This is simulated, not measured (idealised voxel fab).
Documented hereafter: the process module known as voxel wiring stack.
The figure presents cross-section cut, which has a width of 195 nm and is divided into square cells with an edge length of 5 nm.
Heads up, the way a cross-section reads in here is a grid of square cells, handed over as bands from the top down, with every band being one or more rows of cells.
Each band's line starts with the height of the band's top and of its bottom, in nm. Then come its materials from left to right, each with its width in nm. One material with "full width" fills the band from edge to edge. "blank" is empty space.
Basically, 0 is our baseline, since under it the wafer straight out of the box is all one material. The bottom band has no lower end and keeps on going down, so it looks like "from 0 down".
With a width like "30 to 40", each row of cells in the band differs from the next by the same amount, the top row carrying the first number and the bottom row the second.
"no alteration" means the step left every cell of the cross-section as it was.
"Tabulated closed voids" enumerates empty spaces isolated from the top, with no open way to it, that contain at least 8 cells, giving each as width x height at distance from the left edge, all three in nm.
Step line, after settings: the simulator's comment on this step.
overlay nm: on a step with a mask, how far right of its planned place the mask lay; negative means left.

The following list gives the planned process steps:
| 1 | RECEIVE (material Si) |
| 2 | CONFORMAL_DEP (material SiO2; thk nm 15) |
| 3 | DIRECTIONAL_DEP (material TiN; thk nm 5) |
| 4 | DIRECTIONAL_DEP (material Ru; thk nm 20) |
| 5 | PATTERN (tone cover; mask id METAL_1; material resist; width nm 20; pitch nm 45; thk nm 20; overlay nm 0) |
| 6 | DIRECTIONAL_ETCH (etch materials Ru; depth nm 20) |
| 7 | DIRECTIONAL_ETCH (etch materials TiN; depth nm 5) |
| 8 | STRIP (etch materials resist) |
| 9 | FILL_DEP (material lowk; thk nm 10) |
| 10 | CMP (height nm 40) |
| 11 | CONFORMAL_DEP (material SiCN; thk nm 5) |
| 12 | DIRECTIONAL_DEP (material lowk; thk nm 15) |
| 13 | DIRECTIONAL_DEP (material aC; thk nm 15) |
| 14 | PATTERN (tone open; mask id PLUG_1; material resist; width nm 15; pitch nm 45; thk nm 35; overlay nm 0) |
| 15 | DIRECTIONAL_ETCH (etch materials aC; depth nm 15) |
| 16 | STRIP (etch materials resist) |
| 17 | DIRECTIONAL_ETCH (etch materials lowk; depth nm 15) |
| 18 | DIRECTIONAL_ETCH (etch materials SiCN; depth nm 5) |
| 19 | STRIP (etch materials aC) |
| 20 | EPI (material Ru; thk nm 10) |
| 21 | EPI (material Ru; thk nm 10) |
| 22 | CONFORMAL_DEP (material SiN; thk nm 5) |
| 23 | DIRECTIONAL_DEP (material SiO2; thk nm 15) |
| 24 | DIRECTIONAL_DEP (material aC; thk nm 10) |
| 25 | PATTERN (tone open; mask id METAL_2; material resist; width nm 20; pitch nm 45; thk nm 30; overlay nm 0) |
| 26 | DIRECTIONAL_ETCH (etch materials aC; depth nm 10) |
| 27 | STRIP (etch materials resist) |
| 28 | DIRECTIONAL_ETCH (etch materials SiO2; depth nm 15) |
| 29 | DIRECTIONAL_ETCH (etch materials SiN; depth nm 5) |
| 30 | STRIP (etch materials aC) |
| 31 | CONFORMAL_DEP (material TiN; thk nm 5) |
| 32 | FILL_DEP (material Cu; thk nm 10) |
| 33 | CMP (height nm 80) |
| 34 | CONFORMAL_DEP (material SiCN; thk nm 5) |
| 35 | DIRECTIONAL_DEP (material lowk; thk nm 30) |
| 36 | DIRECTIONAL_DEP (material aC; thk nm 15) |
| 37 | PATTERN (tone open; mask id METAL_3; material resist; width nm 20; pitch nm 45; thk nm 35; overlay nm 0) |
| 38 | DIRECTIONAL_ETCH (etch materials aC; depth nm 15) |
| 39 | STRIP (etch materials resist) |
| 40 | DIRECTIONAL_ETCH (etch materials lowk; depth nm 15) |
| 41 | STRIP (etch materials aC) |
| 42 | MASKED_ETCH (tone open; mask id METAL_3_HOLES; width nm 15; pitch nm 45; etch materials lowk; depth nm 15; overlay nm 0) |
| 43 | MASKED_ETCH (tone open; mask id METAL_3_HOLES; width nm 15; pitch nm 45; etch materials SiCN; depth nm 5; overlay nm 0) |
| 44 | CONFORMAL_DEP (material TiN; thk nm 5) |
| 45 | FILL_DEP (material Cu; thk nm 5) |
| 46 | CMP (height nm 115) |
| 47 | CONFORMAL_DEP (material SiCN; thk nm 5) |
| 48 | DIRECTIONAL_DEP (material lowk; thk nm 10) |
| 49 | MASKED_ETCH (tone open; mask id PLUG_3; width nm 15; pitch nm 45; etch materials lowk; depth nm 10; overlay nm 0) |
| 50 | MASKED_ETCH (tone open; mask id PLUG_3; width nm 15; pitch nm 45; etch materials SiCN; depth nm 5; overlay nm 0) |
| 51 | CONFORMAL_DEP (material TiN; thk nm 5) |
| 52 | FILL_DEP (material Cu; thk nm 5) |
| 53 | CMP (height nm 130) |
| 54 | CONFORMAL_DEP (material SiCN; thk nm 5) |
| 55 | DIRECTIONAL_DEP (material SiO2; thk nm 25) |
| 56 | DIRECTIONAL_DEP (material aC; thk nm 10) |
| 57 | PATTERN (tone open; mask id METAL_4; material resist; width nm 20; pitch nm 45; thk nm 25; overlay nm 0) |
| 58 | DIRECTIONAL_ETCH (etch materials aC; depth nm 10) |
| 59 | STRIP (etch materials resist) |
| 60 | DIRECTIONAL_ETCH (etch materials SiO2; depth nm 25) |
| 61 | DIRECTIONAL_ETCH (etch materials SiCN; depth nm 5) |
| 62 | STRIP (etch materials aC) |
| 63 | CONFORMAL_DEP (material TiN; thk nm 5) |
| 64 | FILL_DEP (material Cu; thk nm 5) |
| 65 | CMP (height nm 160) |
| 66 | CONFORMAL_DEP (material SiCN; thk nm 5) |

Incoming wafer, cross-sectional view, post step 1:
- from 0 down: Si full width
- Tabulated closed voids: none

First of two wafers: cross-section at end of module, run per plan:
- from 165 to 160: SiCN full width
- from 160 to 135: SiO2=40  TiN=5  Cu=10  TiN=5  SiO2=25  TiN=5  Cu=10  TiN=5  SiO2=25  TiN=5  Cu=10  TiN=5  SiO2=45
- from 135 to 130: SiCN=40  TiN=20  SiCN=25  TiN=20  SiCN=25  TiN=20  SiCN=45
- from 130 to 120: lowk=40  TiN=5  Cu=5  TiN=5  lowk=30  TiN=5  Cu=5  TiN=5  lowk=30  TiN=5  Cu=5  TiN=5  lowk=50
- from 120 to 115: SiCN=40  TiN=15  SiCN=30  TiN=15  SiCN=30  TiN=15  SiCN=50
- from 115 to 105: lowk=40  TiN=5  Cu=10  TiN=5  lowk=25  TiN=5  Cu=10  TiN=5  lowk=25  TiN=5  Cu=10  TiN=5  lowk=45
- from 105 to 100: lowk=40  TiN=5  Cu=5  TiN=10  lowk=25  TiN=5  Cu=5  TiN=10  lowk=25  TiN=5  Cu=5  TiN=10  lowk=45
- from 100 to 85: lowk=40  TiN=5  Cu=5  TiN=5  lowk=30  TiN=5  Cu=5  TiN=5  lowk=30  TiN=5  Cu=5  TiN=5  lowk=50
- from 85 to 80: SiCN=40  TiN=15  SiCN=30  TiN=15  SiCN=30  TiN=15  SiCN=50
- from 80 to 65: SiO2=40  TiN=5  Cu=10  TiN=5  SiO2=25  TiN=5  Cu=10  TiN=5  SiO2=25  TiN=5  Cu=10  TiN=5  SiO2=45
- from 65 to 60: SiN=40  TiN=20  SiN=25  TiN=20  SiN=25  TiN=20  SiN=45
- from 60 to 45: lowk=40  Ru=15  lowk=30  Ru=15  lowk=30  Ru=15  lowk=50
- from 45 to 40: SiCN=40  Ru=15  SiCN=30  Ru=15  SiCN=30  Ru=15  SiCN=50
- from 40 to 20: lowk=40  Ru=20  lowk=25  Ru=20  lowk=25  Ru=20  lowk=45
- from 20 to 15: lowk=40  TiN=20  lowk=25  TiN=20  lowk=25  TiN=20  lowk=45
- from 15 to 0: SiO2 full width
- from 0 down: Si full width
- Tabulated closed voids: none

Cross-sectional image of the second wafer of the two following completion of the module. Starting state and process plan were the same as for the first wafer; one execution error occurred:
- from 165 to 160: SiCN full width
- from 160 to 135: SiO2=40  TiN=5  Cu=10  TiN=5  SiO2=25  TiN=5  Cu=10  TiN=5  SiO2=25  TiN=5  Cu=10  TiN=5  SiO2=45
- from 135 to 130: SiCN=40  TiN=20  SiCN=25  TiN=20  SiCN=25  TiN=20  SiCN=45
- from 130 to 125: Cu full width
- from 125 to 120: TiN=45  Cu=5  TiN=40  Cu=5  TiN=40  Cu=5  TiN=55
- from 120 to 115: SiCN=40  TiN=15  SiCN=30  TiN=15  SiCN=30  TiN=15  SiCN=50
- from 115 to 105: lowk=40  TiN=5  Cu=10  TiN=5  lowk=25  TiN=5  Cu=10  TiN=5  lowk=25  TiN=5  Cu=10  TiN=5  lowk=45
- from 105 to 100: lowk=40  TiN=5  Cu=5  TiN=10  lowk=25  TiN=5  Cu=5  TiN=10  lowk=25  TiN=5  Cu=5  TiN=10  lowk=45
- from 100 to 85: lowk=40  TiN=5  Cu=5  TiN=5  lowk=30  TiN=5  Cu=5  TiN=5  lowk=30  TiN=5  Cu=5  TiN=5  lowk=50
- from 85 to 80: SiCN=40  TiN=15  SiCN=30  TiN=15  SiCN=30  TiN=15  SiCN=50
- from 80 to 65: SiO2=40  TiN=5  Cu=10  TiN=5  SiO2=25  TiN=5  Cu=10  TiN=5  SiO2=25  TiN=5  Cu=10  TiN=5  SiO2=45
- from 65 to 60: SiN=40  TiN=20  SiN=25  TiN=20  SiN=25  TiN=20  SiN=45
- from 60 to 45: lowk=40  Ru=15  lowk=30  Ru=15  lowk=30  Ru=15  lowk=50
- from 45 to 40: SiCN=40  Ru=15  SiCN=30  Ru=15  SiCN=30  Ru=15  SiCN=50
- from 40 to 20: lowk=40  Ru=20  lowk=25  Ru=20  lowk=25  Ru=20  lowk=45
- from 20 to 15: lowk=40  TiN=20  lowk=25  TiN=20  lowk=25  TiN=20  lowk=45
- from 15 to 0: SiO2 full width
- from 0 down: Si full width
- Tabulated closed voids: none
Here's what went sideways: step 48 of the plan got skipped, so it never ran
Looking at both finished wafers in cells, the second ends up ahead of or behind the first on some materials: 36 more of Cu; 24 more of TiN; 60 fewer of lowk
